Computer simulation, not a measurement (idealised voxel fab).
Module name: voxel double patterning (process module)
Shown is cross-section cut, with a width of 225 nm and square cells of size 5 nm.
Reading order for cross-sections: top band down to bottom band. Underlying form: a grid of square cells. Band size: one or more rows of cells. Heights first: top, then bottom, in nm. Then materials, left to right, each with a width in nm. "everywhere" on a single material: fills the band edge to edge. "blank": empty space. It should be noted that heights are counted from 0, beneath which the wafer as supplied is of one material throughout, and that the lowest band possesses no lower boundary but continues downward, as written in "0 nm and below". Per-row width for "30 to 40": begins at first number (top row of band), ends at second number (bottom row), increment between rows held constant. "all unchanged" after a step means that no cell of the cross-section changed. You'll see "Entrapped void list" listing empty spaces that have no way open to the top, as long as they're 8 cells or more; the notation is width x height at distance, where the distance is from the left edge, and all of it is in nm. Heads up: the bit after the settings on a step's line is the simulator's remark on that step. Regarding "overlay nm": on a step with a mask, it is the distance the mask lay to the right of its planned place; a negative value places it to the left. Guide to the pairs. Each holds a before and an after cross-section around one process step; the after cross-section is cut off at the lowest band that changed. Look under the pair for the step between them and its settings. Pairs can come from different runs of this module on the same starting wafer, so a pair follows on from the one above it only where its entry headed "State on entry" says it does.

[State on entry]
> 0 nm and below  Si everywhere
> Entrapped void list: none

[Step Result]
> 5 nm to 0 nm  SiN everywhere
> Everything below 0 is unchanged.
> Entrapped void list: none
Step linking the sections shown: CONFORMAL_DEP | material SiN | thk nm 5

State on entry: as shown after the step in the preceding pair, directly above.

[Step Result]
> 20 nm to 5 nm  SiO2 everywhere
> Everything below 5 is unchanged.
> Entrapped void list: none
Step linking the sections shown: DIRECTIONAL_DEP | material SiO2 | thk nm 15

State on entry: as shown after the step in the preceding pair, directly above.

[Step Result]
> 30 nm to 20 nm  SiCN everywhere
> Everything below 20 is unchanged.
> Entrapped void list: none
Step linking the sections shown: DIRECTIONAL_DEP | material SiCN | thk nm 10

State on entry: as shown after the step in the preceding pair, directly above.

[Step Result]
> 45 nm to 30 nm  55 nm resist | 15 nm blank | 35 nm resist | 15 nm blank | 35 nm resist | 15 nm blank | 55 nm resist
> Everything below 30 is unchanged.
> Entrapped void list: none
Step linking the sections shown: PATTERN | tone open | mask id FIRST | material resist | width nm 15 | pitch nm 50 | thk nm 15 | overlay nm 0

State on entry: as shown after the step in the preceding pair, directly above.

[Step Result]
> 45 nm to 30 nm  55 nm resist | 15 nm blank | 35 nm resist | 15 nm blank | 35 nm resist | 15 nm blank | 55 nm resist
> 30 nm to 20 nm  55 nm SiCN | 15 nm blank | 35 nm SiCN | 15 nm blank | 35 nm SiCN | 15 nm blank | 55 nm SiCN
> Everything below 20 is unchanged.
> Entrapped void list: none
Step linking the sections shown: DIRECTIONAL_ETCH | etch materials SiCN | depth nm 10

State on entry: as shown after the step in the preceding pair, directly above.

[Step Result]
> 30 nm to 20 nm  55 nm SiCN | 15 nm blank | 35 nm SiCN | 15 nm blank | 35 nm SiCN | 15 nm blank | 55 nm SiCN
> Everything below 20 is unchanged.
> Entrapped void list: none
Step linking the sections shown: STRIP | etch materials resist

State on entry: as shown after the step in the preceding pair, directly above.

[Step Result]
> 30 nm to 20 nm  55 nm SiCN | 15 nm blank | 10 nm SiCN | 15 nm blank | 10 nm SiCN | 15 nm blank | 10 nm SiCN | 15 nm blank | 10 nm SiCN | 15 nm blank | 55 nm SiCN
> Everything below 20 is unchanged.
> Entrapped void list: none
Step linking the sections shown: MASKED_ETCH | tone open | mask id SECOND | width nm 15 | pitch nm 50 | etch materials SiCN | depth nm 10 | overlay nm 0

State on entry: as shown after the step in the preceding pair, directly above.

[Step Result]
> 30 nm to 20 nm  55 nm SiCN | 15 nm blank | 10 nm SiCN | 15 nm blank | 10 nm SiCN | 15 nm blank | 10 nm SiCN | 15 nm blank | 10 nm SiCN | 15 nm blank | 55 nm SiCN
> 20 nm to 5 nm  55 nm SiO2 | 15 nm blank | 10 nm SiO2 | 15 nm blank | 10 nm SiO2 | 15 nm blank | 10 nm SiO2 | 15 nm blank | 10 nm SiO2 | 15 nm blank | 55 nm SiO2
> Everything below 5 is unchanged.
> Entrapped void list: none
Step linking the sections shown: DIRECTIONAL_ETCH | etch materials SiO2 | depth nm 15

State on entry: as shown after the step in the preceding pair, directly above.

[Step Result]
> 20 nm to 5 nm  55 nm SiO2 | 15 nm blank | 10 nm SiO2 | 15 nm blank | 10 nm SiO2 | 15 nm blank | 10 nm SiO2 | 15 nm blank | 10 nm SiO2 | 15 nm blank | 55 nm SiO2
> Everything below 5 is unchanged.
> Entrapped void list: none
Step linking the sections shown: STRIP | etch materials SiCN

[State on entry]
> 0 nm and below  Si everywhere
> Entrapped void list: none

[Step Result]
> 15 nm to 0 nm  SiO2 everywhere
> Everything below 0 is unchanged.
> Entrapped void list: none
Step linking the sections shown: DIRECTIONAL_DEP | material SiO2 | thk nm 15

State on entry: as shown after the step in the preceding pair, directly above.

[Step Result]
> 25 nm to 15 nm  SiCN everywhere
> Everything below 15 is unchanged.
> Entrapped void list: none
Step linking the sections shown: DIRECTIONAL_DEP | material SiCN | thk nm 10

State on entry: as shown after the step in the preceding pair, directly above.

[Step Result]
> 40 nm to 25 nm  55 nm resist | 15 nm blank | 35 nm resist | 15 nm blank | 35 nm resist | 15 nm blank | 55 nm resist
> Everything below 25 is unchanged.
> Entrapped void list: none
Step linking the sections shown: PATTERN | tone open | mask id FIRST | material resist | width nm 15 | pitch nm 50 | thk nm 15 | overlay nm 0

State on entry: as shown after the step in the preceding pair, directly above.

[Step Result]
> 40 nm to 25 nm  55 nm resist | 15 nm blank | 35 nm resist | 15 nm blank | 35 nm resist | 15 nm blank | 55 nm resist
> 25 nm to 15 nm  55 nm SiCN | 15 nm blank | 35 nm SiCN | 15 nm blank | 35 nm SiCN | 15 nm blank | 55 nm SiCN
> Everything below 15 is unchanged.
> Entrapped void list: none
Step linking the sections shown: DIRECTIONAL_ETCH | etch materials SiCN | depth nm 10

State on entry: as shown after the step in the preceding pair, directly above.

[Step Result]
> 25 nm to 15 nm  55 nm SiCN | 15 nm blank | 35 nm SiCN | 15 nm blank | 35 nm SiCN | 15 nm blank | 55 nm SiCN
> Everything below 15 is unchanged.
> Entrapped void list: none
Step linking the sections shown: STRIP | etch materials resist

State on entry: as shown after the step in the preceding pair, directly above.

[Step Result]
> 25 nm to 15 nm  55 nm SiCN | 15 nm blank | 10 nm SiCN | 15 nm blank | 10 nm SiCN | 15 nm blank | 10 nm SiCN | 15 nm blank | 10 nm SiCN | 15 nm blank | 55 nm SiCN
> Everything below 15 is unchanged.
> Entrapped void list: none
Step linking the sections shown: MASKED_ETCH | tone open | mask id SECOND | width nm 15 | pitch nm 50 | etch materials SiCN | depth nm 10 | overlay nm 0

State on entry: as shown after the step in the preceding pair, directly above.

[Step Result]
> 25 nm to 15 nm  55 nm SiCN | 15 nm blank | 10 nm SiCN | 15 nm blank | 10 nm SiCN | 15 nm blank | 10 nm SiCN | 15 nm blank | 10 nm SiCN | 15 nm blank | 55 nm SiCN
> 15 nm to 0 nm  55 nm SiO2 | 15 nm blank | 10 nm SiO2 | 15 nm blank | 10 nm SiO2 | 15 nm blank | 10 nm SiO2 | 15 nm blank | 10 nm SiO2 | 15 nm blank | 55 nm SiO2
> Everything below 0 is unchanged.
> Entrapped void list: none
Step linking the sections shown: DIRECTIONAL_ETCH | etch materials SiO2 | depth nm 15

State on entry: as shown after the step in the preceding pair, directly above.

[Step Result]
> 15 nm to 0 nm  55 nm SiO2 | 15 nm blank | 10 nm SiO2 | 15 nm blank | 10 nm SiO2 | 15 nm blank | 10 nm SiO2 | 15 nm blank | 10 nm SiO2 | 15 nm blank | 55 nm SiO2
> Everything below 0 is unchanged.
> Entrapped void list: none
Step linking the sections shown: STRIP | etch materials SiCN

[State on entry]
> 20 nm to 5 nm  SiO2 everywhere
> 5 nm to 0 nm  SiN everywhere
> 0 nm and below  Si everywhere
> Entrapped void list: none

[Step Result]
> 35 nm to 5 nm  SiO2 everywhere
> Everything below 5 is unchanged.
> Entrapped void list: none
Step linking the sections shown: DIRECTIONAL_DEP | material SiO2 | thk nm 15

State on entry: as shown after the step in the preceding pair, directly above.

[Step Result]
> 45 nm to 35 nm  SiCN everywhere
> Everything below 35 is unchanged.
> Entrapped void list: none
Step linking the sections shown: DIRECTIONAL_DEP | material SiCN | thk nm 10

State on entry: as shown after the step in the preceding pair, directly above.

[Step Result]
> 60 nm to 45 nm  55 nm resist | 15 nm blank | 35 nm resist | 15 nm blank | 35 nm resist | 15 nm blank | 55 nm resist
> Everything below 45 is unchanged.
> Entrapped void list: none
Step linking the sections shown: PATTERN | tone open | mask id FIRST | material resist | width nm 15 | pitch nm 50 | thk nm 15 | overlay nm 0

State on entry: as shown after the step in the preceding pair, directly above.

[Step Result]
> 60 nm to 45 nm  55 nm resist | 15 nm blank | 35 nm resist | 15 nm blank | 35 nm resist | 15 nm blank | 55 nm resist
> 45 nm to 35 nm  55 nm SiCN | 15 nm blank | 35 nm SiCN | 15 nm blank | 35 nm SiCN | 15 nm blank | 55 nm SiCN
> Everything below 35 is unchanged.
> Entrapped void list: none
Step linking the sections shown: DIRECTIONAL_ETCH | etch materials SiCN | depth nm 10

State on entry: as shown after the step in the preceding pair, directly above.

[Step Result]
> 45 nm to 35 nm  55 nm SiCN | 15 nm blank | 35 nm SiCN | 15 nm blank | 35 nm SiCN | 15 nm blank | 55 nm SiCN
> Everything below 35 is unchanged.
> Entrapped void list: none
Step linking the sections shown: STRIP | etch materials resist

State on entry: as shown after the step in the preceding pair, directly above.

[Step Result]
> 45 nm to 35 nm  55 nm SiCN | 15 nm blank | 10 nm SiCN | 15 nm blank | 10 nm SiCN | 15 nm blank | 10 nm SiCN | 15 nm blank | 10 nm SiCN | 15 nm blank | 55 nm SiCN
> Everything below 35 is unchanged.
> Entrapped void list: none
Step linking the sections shown: MASKED_ETCH | tone open | mask id SECOND | width nm 15 | pitch nm 50 | etch materials SiCN | depth nm 10 | overlay nm 0

State on entry: as shown after the step in the preceding pair, directly above.

[Step Result]
> 45 nm to 35 nm  55 nm SiCN | 15 nm blank | 10 nm SiCN | 15 nm blank | 10 nm SiCN | 15 nm blank | 10 nm SiCN | 15 nm blank | 10 nm SiCN | 15 nm blank | 55 nm SiCN
> 35 nm to 20 nm  55 nm SiO2 | 15 nm blank | 10 nm SiO2 | 15 nm blank | 10 nm SiO2 | 15 nm blank | 10 nm SiO2 | 15 nm blank | 10 nm SiO2 | 15 nm blank | 55 nm SiO2
> Everything below 20 is unchanged.
> Entrapped void list: none
Step linking the sections shown: DIRECTIONAL_ETCH | etch materials SiO2 | depth nm 15

State on entry: as shown after the step in the preceding pair, directly above.

[Step Result]
> 35 nm to 20 nm  55 nm SiO2 | 15 nm blank | 10 nm SiO2 | 15 nm blank | 10 nm SiO2 | 15 nm blank | 10 nm SiO2 | 15 nm blank | 10 nm SiO2 | 15 nm blank | 55 nm SiO2
> Everything below 20 is unchanged.
> Entrapped void list: none
Step linking the sections shown: STRIP | etch materials SiCN

[State on entry]
> 15 nm to 0 nm  SiO2 everywhere
> 0 nm and below  Si everywhere
> Entrapped void list: none

[Step Result]
> 20 nm to 15 nm  SiN everywhere
> Everything below 15 is unchanged.
> Entrapped void list: none
Step linking the sections shown: CONFORMAL_DEP | material SiN | thk nm 5

State on entry: as shown after the step in the preceding pair, directly above.

[Step Result]
> 30 nm to 20 nm  SiCN everywhere
> Everything below 20 is unchanged.
> Entrapped void list: none
Step linking the sections shown: DIRECTIONAL_DEP | material SiCN | thk nm 10

State on entry: as shown after the step in the preceding pair, directly above.

[Step Result]
> 45 nm to 30 nm  55 nm resist | 15 nm blank | 35 nm resist | 15 nm blank | 35 nm resist | 15 nm blank | 55 nm resist
> Everything below 30 is unchanged.
> Entrapped void list: none
Step linking the sections shown: PATTERN | tone open | mask id FIRST | material resist | width nm 15 | pitch nm 50 | thk nm 15 | overlay nm 0

State on entry: as shown after the step in the preceding pair, directly above.

[Step Result]
> 45 nm to 30 nm  55 nm resist | 15 nm blank | 35 nm resist | 15 nm blank | 35 nm resist | 15 nm blank | 55 nm resist
> 30 nm to 20 nm  55 nm SiCN | 15 nm blank | 35 nm SiCN | 15 nm blank | 35 nm SiCN | 15 nm blank | 55 nm SiCN
> Everything below 20 is unchanged.
> Entrapped void list: none
Step linking the sections shown: DIRECTIONAL_ETCH | etch materials SiCN | depth nm 10

State on entry: as shown after the step in the preceding pair, directly above.

[Step Result]
> 30 nm to 20 nm  55 nm SiCN | 15 nm blank | 35 nm SiCN | 15 nm blank | 35 nm SiCN | 15 nm blank | 55 nm SiCN
> Everything below 20 is unchanged.
> Entrapped void list: none
Step linking the sections shown: STRIP | etch materials resist

State on entry: as shown after the step in the preceding pair, directly above.

[Step Result]
> 30 nm to 20 nm  55 nm SiCN | 15 nm blank | 10 nm SiCN | 15 nm blank | 10 nm SiCN | 15 nm blank | 10 nm SiCN | 15 nm blank | 10 nm SiCN | 15 nm blank | 55 nm SiCN
> Everything below 20 is unchanged.
> Entrapped void list: none
Step linking the sections shown: MASKED_ETCH | tone open | mask id SECOND | width nm 15 | pitch nm 50 | etch materials SiCN | depth nm 10 | overlay nm 0

State on entry: as shown after the step in the preceding pair, directly above.

[Step Result]
> 20 nm to 15 nm  SiN everywhere
> Everything below 15 is unchanged.
> Entrapped void list: none
Step linking the sections shown: STRIP | etch materials SiCN

[State on entry]
> 30 nm to 20 nm  55 nm SiCN | 15 nm blank | 10 nm SiCN | 15 nm blank | 10 nm SiCN | 15 nm blank | 10 nm SiCN | 15 nm blank | 10 nm SiCN | 15 nm blank | 55 nm SiCN
> 20 nm to 5 nm  SiO2 everywhere
> 5 nm to 0 nm  SiN everywhere
> 0 nm and below  Si everywhere
> Entrapped void list: none

[Step Result]
> 30 nm to 20 nm  55 nm SiCN | 15 nm blank | 10 nm SiCN | 15 nm blank | 10 nm SiCN | 15 nm blank | 10 nm SiCN | 15 nm blank | 10 nm SiCN | 15 nm blank | 55 nm SiCN
> 20 nm to 10 nm  55 nm SiO2 | 15 nm blank | 10 nm SiO2 | 15 nm blank | 10 nm SiO2 | 15 nm blank | 10 nm SiO2 | 15 nm blank | 10 nm SiO2 | 15 nm blank | 55 nm SiO2
> Everything below 10 is unchanged.
> Entrapped void list: none
Step linking the sections shown: DIRECTIONAL_ETCH | etch materials SiO2 | depth nm 10

State on entry: as shown after the step in the preceding pair, directly above.

[Step Result]
> 20 nm to 10 nm  55 nm SiO2 | 15 nm blank | 10 nm SiO2 | 15 nm blank | 10 nm SiO2 | 15 nm blank | 10 nm SiO2 | 15 nm blank | 10 nm SiO2 | 15 nm blank | 55 nm SiO2
> Everything below 10 is unchanged.
> Entrapped void list: none
Step linking the sections shown: STRIP | etch materials SiCN

[State on entry]
> 30 nm to 20 nm  SiCN everywhere
> 20 nm to 5 nm  SiO2 everywhere
> 5 nm to 0 nm  SiN everywhere
> 0 nm and below  Si everywhere
> Entrapped void list: none

[Step Result]
> 45 nm to 30 nm  55 nm resist | 20 nm blank | 30 nm resist | 20 nm blank | 30 nm resist | 20 nm blank | 50 nm resist
> Everything below 30 is unchanged.
> Entrapped void list: none
Step linking the sections shown: PATTERN | tone open | mask id FIRST | material resist | width nm 20 | pitch nm 50 | thk nm 15 | overlay nm 0

State on entry: as shown after the step in the preceding pair, directly above.

[Step Result]
> 45 nm to 30 nm  55 nm resist | 20 nm blank | 30 nm resist | 20 nm blank | 30 nm resist | 20 nm blank | 50 nm resist
> 30 nm to 20 nm  55 nm SiCN | 20 nm blank | 30 nm SiCN | 20 nm blank | 30 nm SiCN | 20 nm blank | 50 nm SiCN
> Everything below 20 is unchanged.
> Entrapped void list: none
Step linking the sections shown: DIRECTIONAL_ETCH | etch materials SiCN | depth nm 10

State on entry: as shown after the step in the preceding pair, directly above.

[Step Result]
> 30 nm to 20 nm  55 nm SiCN | 20 nm blank | 30 nm SiCN | 20 nm blank | 30 nm SiCN | 20 nm blank | 50 nm SiCN
> Everything below 20 is unchanged.
> Entrapped void list: none
Step linking the sections shown: STRIP | etch materials resist

State on entry: as shown after the step in the preceding pair, directly above.

[Step Result]
> 30 nm to 20 nm  55 nm SiCN | 20 nm blank | 5 nm SiCN | 15 nm blank | 10 nm SiCN | 20 nm blank | 5 nm SiCN | 15 nm blank | 10 nm SiCN | 20 nm blank | 50 nm SiCN
> Everything below 20 is unchanged.
> Entrapped void list: none
Step linking the sections shown: MASKED_ETCH | tone open | mask id SECOND | width nm 15 | pitch nm 50 | etch materials SiCN | depth nm 10 | overlay nm 0

State on entry: as shown after the step in the preceding pair, directly above.

[Step Result]
> 30 nm to 20 nm  55 nm SiCN | 20 nm blank | 5 nm SiCN | 15 nm blank | 10 nm SiCN | 20 nm blank | 5 nm SiCN | 15 nm blank | 10 nm SiCN | 20 nm blank | 50 nm SiCN
> 20 nm to 5 nm  55 nm SiO2 | 20 nm blank | 5 nm SiO2 | 15 nm blank | 10 nm SiO2 | 20 nm blank | 5 nm SiO2 | 15 nm blank | 10 nm SiO2 | 20 nm blank | 50 nm SiO2
> Everything below 5 is unchanged.
> Entrapped void list: none
Step linking the sections shown: DIRECTIONAL_ETCH | etch materials SiO2 | depth nm 15

State on entry: as shown after the step in the preceding pair, directly above.

[Step Result]
> 20 nm to 5 nm  55 nm SiO2 | 20 nm blank | 5 nm SiO2 | 15 nm blank | 10 nm SiO2 | 20 nm blank | 5 nm SiO2 | 15 nm blank | 10 nm SiO2 | 20 nm blank | 50 nm SiO2
> Everything below 5 is unchanged.
> Entrapped void list: none
Step linking the sections shown: STRIP | etch materials SiCN

[State on entry]
> 30 nm to 20 nm  SiCN everywhere
> 20 nm to 5 nm  SiO2 everywhere
> 5 nm to 0 nm  SiN everywhere
> 0 nm and below  Si everywhere
> Entrapped void list: none

[Step Result]
> 45 nm to 30 nm  65 nm resist | 15 nm blank | 35 nm resist | 15 nm blank | 35 nm resist | 15 nm blank | 45 nm resist
> Everything below 30 is unchanged.
> Entrapped void list: none
Step linking the sections shown: PATTERN | tone open | mask id FIRST | material resist | width nm 15 | pitch nm 50 | thk nm 15 | overlay nm 10

State on entry: as shown after the step in the preceding pair, directly above.

[Step Result]
> 45 nm to 30 nm  65 nm resist | 15 nm blank | 35 nm resist | 15 nm blank | 35 nm resist | 15 nm blank | 45 nm resist
> 30 nm to 20 nm  65 nm SiCN | 15 nm blank | 35 nm SiCN | 15 nm blank | 35 nm SiCN | 15 nm blank | 45 nm SiCN
> Everything below 20 is unchanged.
> Entrapped void list: none
Step linking the sections shown: DIRECTIONAL_ETCH | etch materials SiCN | depth nm 10

State on entry: as shown after the step in the preceding pair, directly above.

[Step Result]
> 30 nm to 20 nm  65 nm SiCN | 15 nm blank | 35 nm SiCN | 15 nm blank | 35 nm SiCN | 15 nm blank | 45 nm SiCN
> Everything below 20 is unchanged.
> Entrapped void list: none
Step linking the sections shown: STRIP | etch materials resist

State on entry: as shown after the step in the preceding pair, directly above.

[Step Result]
> 30 nm to 20 nm  65 nm SiCN | 30 nm blank | 20 nm SiCN | 30 nm blank | 20 nm SiCN | 15 nm blank | 45 nm SiCN
> Everything below 20 is unchanged.
> Entrapped void list: none
Step linking the sections shown: MASKED_ETCH | tone open | mask id SECOND | width nm 15 | pitch nm 50 | etch materials SiCN | depth nm 10 | overlay nm 0

State on entry: as shown after the step in the preceding pair, directly above.

[Step Result]
> 30 nm to 20 nm  65 nm SiCN | 30 nm blank | 20 nm SiCN | 30 nm blank | 20 nm SiCN | 15 nm blank | 45 nm SiCN
> 20 nm to 5 nm  65 nm SiO2 | 30 nm blank | 20 nm SiO2 | 30 nm blank | 20 nm SiO2 | 15 nm blank | 45 nm SiO2
> Everything below 5 is unchanged.
> Entrapped void list: none
Step linking the sections shown: DIRECTIONAL_ETCH | etch materials SiO2 | depth nm 15

State on entry: as shown after the step in the preceding pair, directly above.

[Step Result]
> 20 nm to 5 nm  65 nm SiO2 | 30 nm blank | 20 nm SiO2 | 30 nm blank | 20 nm SiO2 | 15 nm blank | 45 nm SiO2
> Everything below 5 is unchanged.
> Entrapped void list: none
Step linking the sections shown: STRIP | etch materials SiCN

[State on entry]
> 5 nm to 0 nm  SiN everywhere
> 0 nm and below  Si everywhere
> Entrapped void list: none

[Step Result]
> 20 nm to 0 nm  SiN everywhere
> Everything below 0 is unchanged.
> Entrapped void list: none
Step linking the sections shown: DIRECTIONAL_DEP | material SiN | thk nm 15

State on entry: as shown after the step in the preceding pair, directly above.

[Step Result]
> 30 nm to 20 nm  SiCN everywhere
> Everything below 20 is unchanged.
> Entrapped void list: none
Step linking the sections shown: DIRECTIONAL_DEP | material SiCN | thk nm 10

State on entry: as shown after the step in the preceding pair, directly above.

[Step Result]
> 45 nm to 30 nm  55 nm resist | 15 nm blank | 35 nm resist | 15 nm blank | 35 nm resist | 15 nm blank | 55 nm resist
> Everything below 30 is unchanged.
> Entrapped void list: none
Step linking the sections shown: PATTERN | tone open | mask id FIRST | material resist | width nm 15 | pitch nm 50 | thk nm 15 | overlay nm 0

State on entry: as shown after the step in the preceding pair, directly above.

[Step Result]
> 45 nm to 30 nm  55 nm resist | 15 nm blank | 35 nm resist | 15 nm blank | 35 nm resist | 15 nm blank | 55 nm resist
> 30 nm to 20 nm  55 nm SiCN | 15 nm blank | 35 nm SiCN | 15 nm blank | 35 nm SiCN | 15 nm blank | 55 nm SiCN
> Everything below 20 is unchanged.
> Entrapped void list: none
Step linking the sections shown: DIRECTIONAL_ETCH | etch materials SiCN | depth nm 10

State on entry: as shown after the step in the preceding pair, directly above.

[Step Result]
> 30 nm to 20 nm  55 nm SiCN | 15 nm blank | 35 nm SiCN | 15 nm blank | 35 nm SiCN | 15 nm blank | 55 nm SiCN
> Everything below 20 is unchanged.
> Entrapped void list: none
Step linking the sections shown: STRIP | etch materials resist

State on entry: as shown after the step in the preceding pair, directly above.

[Step Result]
> 30 nm to 20 nm  55 nm SiCN | 15 nm blank | 10 nm SiCN | 15 nm blank | 10 nm SiCN | 15 nm blank | 10 nm SiCN | 15 nm blank | 10 nm SiCN | 15 nm blank | 55 nm SiCN
> Everything below 20 is unchanged.
> Entrapped void list: none
Step linking the sections shown: MASKED_ETCH | tone open | mask id SECOND | width nm 15 | pitch nm 50 | etch materials SiCN | depth nm 10 | overlay nm 0

State on entry: as shown after the step in the preceding pair, directly above.

[Step Result]
> 20 nm to 0 nm  SiN everywhere
> Everything below 0 is unchanged.
> Entrapped void list: none
Step linking the sections shown: STRIP | etch materials SiCN

[State on entry]
> 30 nm to 20 nm  55 nm SiCN | 15 nm blank | 35 nm SiCN | 15 nm blank | 35 nm SiCN | 15 nm blank | 55 nm SiCN
> 20 nm to 5 nm  SiO2 everywhere
> 5 nm to 0 nm  SiN everywhere
> 0 nm and below  Si everywhere
> Entrapped void list: none

[Step Result]
> 30 nm to 20 nm  80 nm blank | 15 nm SiCN | 35 nm blank | 15 nm SiCN | 80 nm blank
> Everything below 20 is unchanged.
> Entrapped void list: none
Step linking the sections shown: MASKED_ETCH | tone cover | mask id SECOND | width nm 15 | pitch nm 50 | etch materials SiCN | depth nm 10 | overlay nm 0

State on entry: as shown after the step in the preceding pair, directly above.

[Step Result]
> 30 nm to 20 nm  80 nm blank | 15 nm SiCN | 35 nm blank | 15 nm SiCN | 80 nm blank
> 20 nm to 5 nm  80 nm blank | 15 nm SiO2 | 35 nm blank | 15 nm SiO2 | 80 nm blank
> Everything below 5 is unchanged.
> Entrapped void list: none
Step linking the sections shown: DIRECTIONAL_ETCH | etch materials SiO2 | depth nm 15

State on entry: as shown after the step in the preceding pair, directly above.

[Step Result]
> 20 nm to 5 nm  80 nm blank | 15 nm SiO2 | 35 nm blank | 15 nm SiO2 | 80 nm blank
> Everything below 5 is unchanged.
> Entrapped void list: none
Step linking the sections shown: STRIP | etch materials SiCN
